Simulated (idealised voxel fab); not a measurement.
process module | voxel tone inversion
cross-section cut | 205 nm wide | cells 5 nm
A cross-section is a grid of square cells, given in bands from the top down. A band is one or more rows of cells.
Each band's line starts with the height of the band's top and of its bottom, in nm. Then come its materials from left to right, each with its width in nm. One material with "throughout" fills the band from edge to edge. "air" is empty space.
Height 0 is the level under which the wafer as received is all one material. The lowest band goes on downwards, as in "0 down".
A width such as "30 to 40" changes by the same amount from each row of cells to the next, from the band's top row to its bottom row.
"no change" after a step means that no cell of the cross-section changed.
closed voids: empty space of 8 cells or more with no open way to the top, each as width x height at its distance from the left edge, in nm
after a step's settings: what the simulator itself notes on the step
overlay nm, on a step with a mask: how far to the right of its planned place the mask lay; to the left if negative
plan
1 op RECEIVE | material Si
2 op CONFORMAL_DEP | material SiN | thk nm 10
3 op DIRECTIONAL_DEP | material polySi | thk nm 15
4 op PATTERN | tone cover | mask id POSTS | material resist | width nm 20 | pitch nm 35 | thk nm 20 | overlay nm 0
5 op DIRECTIONAL_ETCH | etch materials polySi | depth nm 15
6 op STRIP | etch materials resist
7 op FILL_DEP | material SiO2 | thk nm 5
8 op CMP | height nm 25
9 op STRIP | etch materials polySi
10 op CONFORMAL_DEP | material TiN | thk nm 5
11 op FILL_DEP | material W | thk nm 10
12 op CMP | height nm 25
13 op CONFORMAL_DEP | material SiCN | thk nm 5
as received, after step 1
  0 down: Si throughout
  closed voids: none
first wafer at the end, as planned
  30 to 25: SiCN throughout
  25 to 15: SiO2 40 | TiN 5 | W 10 | TiN 5 | SiO2 15 | TiN 5 | W 10 | TiN 5 | SiO2 15 | TiN 5 | W 10 | TiN 5 | SiO2 15 | TiN 5 | W 10 | TiN 5 | SiO2 40
  15 to 10: SiO2 40 | TiN 20 | SiO2 15 | TiN 20 | SiO2 15 | TiN 20 | SiO2 15 | TiN 20 | SiO2 40
  10 to 0: SiN throughout
  0 down: Si throughout
  closed voids: none
second wafer at the end: like start, like plan, one mistake
  20 to 15: SiCN throughout
  15 to 10: SiO2 40 | TiN 20 | SiO2 15 | TiN 20 | SiO2 15 | TiN 20 | SiO2 15 | TiN 20 | SiO2 40
  10 to 0: SiN throughout
  0 down: Si throughout
  closed voids: none
what went wrong: step 12 ran as: op CMP | height nm 15
at the end the second wafer has, in cells: 50 fewer of SiO2 | 16 fewer of TiN | 16 fewer of W
